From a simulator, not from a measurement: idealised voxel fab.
The process module that follows is named voxel plated lines.
235 nm wide, 5 nm square cells: that's cross-section cut.
Just so we're on the same page, the cross-sections are grids of square cells, and they're listed out in bands top to bottom, each band one or more rows deep. Per band: top height and bottom height in nm, followed by the left-to-right materials and their widths in nm; "edge to edge" marks a single material spanning edge to edge, "blank" marks empty space. The level at which height equals 0 is the one under which the wafer, as it arrives, is entirely one material. No lower edge exists for the bottom band, which continues downward and is notated as in "z 0 and below". With a width like "30 to 40", each row of cells in the band differs from the next by the same amount, the top row carrying the first number and the bottom row the second. "no change", as given for a step, is the statement that not any cell of the cross-section underwent a change during that step. "Closed void catalog" specifies each empty space that is not open to the top and that occupies no fewer than 8 cells, using the form width x height at distance, the distance measured from the left edge and all three quantities in nm. If you see something after the settings on a step's line, that's the simulator's own remark about that step. Regarding "overlay nm": on a step with a mask, it is the distance the mask lay to the right of its planned place; a negative value places it to the left.

-- List of planned process steps
step 1: RECEIVE, material Si
step 2: CONFORMAL_DEP, material SiO2, thk nm 15
step 3: DIRECTIONAL_DEP, material TiN, thk nm 5
step 4: PATTERN, tone open, mask id LINES, material resist, width nm 25, pitch nm 45, thk nm 20, overlay nm 0
step 5: EPI, material Ru, thk nm 10
step 6: STRIP, etch materials resist
step 7: DIRECTIONAL_ETCH, etch materials TiN, depth nm 5
step 8: CONFORMAL_DEP, material SiO2, thk nm 5

-- Received-state cross-section, reflecting completion of step 1
  z 0 and below  Si edge to edge
  Closed void catalog: none

-- First of two wafers: cross-section at end of module, run per plan
  z 35 to 30  blank 55  SiO2 35  blank 10  SiO2 35  blank 10  SiO2 35  blank 55
  z 30 to 20  blank 55  SiO2 5  Ru 25  SiO2 5  blank 10  SiO2 5  Ru 25  SiO2 5  blank 10  SiO2 5  Ru 25  SiO2 5  blank 55
  z 20 to 15  SiO2 60  TiN 25  SiO2 20  TiN 25  SiO2 20  TiN 25  SiO2 60
  z 15 to 0  SiO2 edge to edge
  z 0 and below  Si edge to edge
  Closed void catalog: none

-- Here is the second of the two wafers cut open at the end of the module - same start, same plan as the first one, but we made one mistake running it
  z 25 to 5  SiO2 edge to edge
  z 5 to 0  TiN edge to edge
  z 0 and below  Si edge to edge
  Closed void catalog: none
What was done differently from what was planned? it was found that steps 2 and 3 of the process plan had been performed in exchanged positions
End of process, cell counts, second wafer against first, materials with more or fewer: 30 fewer of Ru, 18 fewer of SiO2, 32 more of TiN
